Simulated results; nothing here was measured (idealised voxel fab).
Title: Process Module voxel capacitor over wiring
The cross-section shown here is cut; it is 140 nm wide and divided into square cells measuring 5 nm on a side.
Bands, listed from the top down, are how a cross-section gets written in this document; the cross-section itself is a grid of square cells, and a band is one or more rows of them. Basically the band line says how high the top is and how high the bottom is, in nm, and then what's in it from left to right, every material with its width in nm. Empty space shows up as "air", and if a single material carries "full width" it runs the full band edge to edge. Where do heights start? At 0: under that level the wafer as delivered is made of one material only. And the lowest band has no floor; it just carries on downward, as in "0 and below". The expression "30 to 40" gives the width at the extremes of the band, the first number at its top row of cells and the second at its bottom row, with the width changing by equal amounts from each row to the next in between. It should be understood that the words "identical to before", when stated for a given step, signify that the cross-section underwent no change in any of its cells during that step. Voids not open to the top, 8 cells minimum: see "Closed void list". Written width x height at distance; distance is from the left edge; nm. Read whatever lies past the settings on a step's line as the simulator's own remark about the step. Each step line may optionally specify "overlay nm", which for a step with a mask gives the rightward distance between the mask's planned place and where it lay, a negative value indicating the leftward direction.

## Steps planned for the process
1: op RECEIVE | material Si
2: op CONFORMAL_DEP | material SiO2 | thk nm 15
3: op DIRECTIONAL_DEP | material TiN | thk nm 5
4: op DIRECTIONAL_DEP | material W | thk nm 20
5: op MASKED_ETCH | tone cover | mask id METAL_1 | width nm 20 | pitch nm 80 | etch materials W | depth nm 20 | overlay nm 0
6: op MASKED_ETCH | tone cover | mask id METAL_1 | width nm 20 | pitch nm 80 | etch materials TiN | depth nm 5 | overlay nm 0
7: op FILL_DEP | material lowk | thk nm 10
8: op CMP | height nm 40
9: op CONFORMAL_DEP | material SiCN | thk nm 5
10: op DIRECTIONAL_DEP | material lowk | thk nm 10
11: op PATTERN | tone open | mask id PLUG_1 | material resist | width nm 15 | thk nm 20 | overlay nm 0
12: op DIRECTIONAL_ETCH | etch materials lowk | depth nm 10
13: op DIRECTIONAL_ETCH | etch materials SiCN | depth nm 5
14: op STRIP | etch materials resist
15: op CONFORMAL_DEP | material TiN | thk nm 5
16: op FILL_DEP | material Cu | thk nm 10
17: op CMP | height nm 55
18: op DIRECTIONAL_DEP | material TiN | thk nm 10
19: op DIRECTIONAL_DEP | material Al2O3 | thk nm 5
20: op DIRECTIONAL_DEP | material TiN | thk nm 10
21: op PATTERN | tone cover | mask id UPPER_PLATE | material resist | width nm 65 | thk nm 20 | overlay nm 0
22: op DIRECTIONAL_ETCH | etch materials TiN | depth nm 10
23: op DIRECTIONAL_ETCH | etch materials Al2O3 | depth nm 5
24: op STRIP | etch materials resist
25: op PATTERN | tone cover | mask id LOWER_PLATE | material resist | width nm 75 | thk nm 20 | overlay nm 0
26: op DIRECTIONAL_ETCH | etch materials TiN | depth nm 10
27: op STRIP | etch materials resist
28: op FILL_DEP | material SiO2 | thk nm 20
29: op CMP | height nm 95
30: op MASKED_ETCH | tone open | mask id PLUG_2 | width nm 15 | etch materials SiO2 | depth nm 15 | overlay nm 0
31: op CONFORMAL_DEP | material TiN | thk nm 5
32: op FILL_DEP | material Ru | thk nm 10
33: op CMP | height nm 95
34: op CONFORMAL_DEP | material SiCN | thk nm 5
Wafers differ in thk nm at step 34; plan lists the first wafer's value; identical starting state.

## Received wafers, first of several: cross-section after step 1
* 0 and below | Si full width
* Closed void list: none

## Wafer cross-section (first of several) - module end, post step 34 (last step)
* 100 down to 95 | SiCN full width
* 95 down to 85 | SiO2=35 / TiN=5 / Ru=5 / TiN=5 / SiO2=90
* 85 down to 80 | SiO2=35 / TiN=15 / SiO2=90
* 80 down to 70 | SiO2=25 / TiN=65 / SiO2=50
* 70 down to 65 | SiO2=25 / Al2O3=65 / SiO2=50
* 65 down to 55 | SiO2=20 / TiN=75 / SiO2=45
* 55 down to 45 | lowk=25 / TiN=5 / Cu=5 / TiN=5 / lowk=100
* 45 down to 40 | SiCN=25 / TiN=15 / SiCN=100
* 40 down to 20 | lowk=20 / W=20 / lowk=60 / W=20 / lowk=20
* 20 down to 15 | lowk=20 / TiN=20 / lowk=60 / TiN=20 / lowk=20
* 15 down to 0 | SiO2 full width
* 0 and below | Si full width
* Closed void list: none

## Showing the last wafer in cross-section at the end of the module
* 115 down to 95 | SiCN full width
* 95 down to 85 | SiO2=35 / TiN=5 / Ru=5 / TiN=5 / SiO2=90
* 85 down to 80 | SiO2=35 / TiN=15 / SiO2=90
* 80 down to 70 | SiO2=25 / TiN=65 / SiO2=50
* 70 down to 65 | SiO2=25 / Al2O3=65 / SiO2=50
* 65 down to 55 | SiO2=20 / TiN=75 / SiO2=45
* 55 down to 45 | lowk=25 / TiN=5 / Cu=5 / TiN=5 / lowk=100
* 45 down to 40 | SiCN=25 / TiN=15 / SiCN=100
* 40 down to 20 | lowk=20 / W=20 / lowk=60 / W=20 / lowk=20
* 20 down to 15 | lowk=20 / TiN=20 / lowk=60 / TiN=20 / lowk=20
* 15 down to 0 | SiO2 full width
* 0 and below | Si full width
* Closed void list: none

## Note: the following table is arranged by wafer, a row apiece. Each row reports the end-of-module state: per material, cells gained (+) or cells lost (-) compared with the wafer as received; closed voids follow
thk nm 5, +13 Al2O3, +2 Cu, +2 Ru, +53 SiCN, +230 SiO2, +78 TiN, +32 W, +150 lowk, Closed void list: none
thk nm 10, +13 Al2O3, +2 Cu, +2 Ru, +81 SiCN, +230 SiO2, +78 TiN, +32 W, +150 lowk, Closed void list: none
thk nm 15, +13 Al2O3, +2 Cu, +2 Ru, +109 SiCN, +230 SiO2, +78 TiN, +32 W, +150 lowk, Closed void list: none
thk nm 20, +13 Al2O3, +2 Cu, +2 Ru, +137 SiCN, +230 SiO2, +78 TiN, +32 W, +150 lowk, Closed void list: none
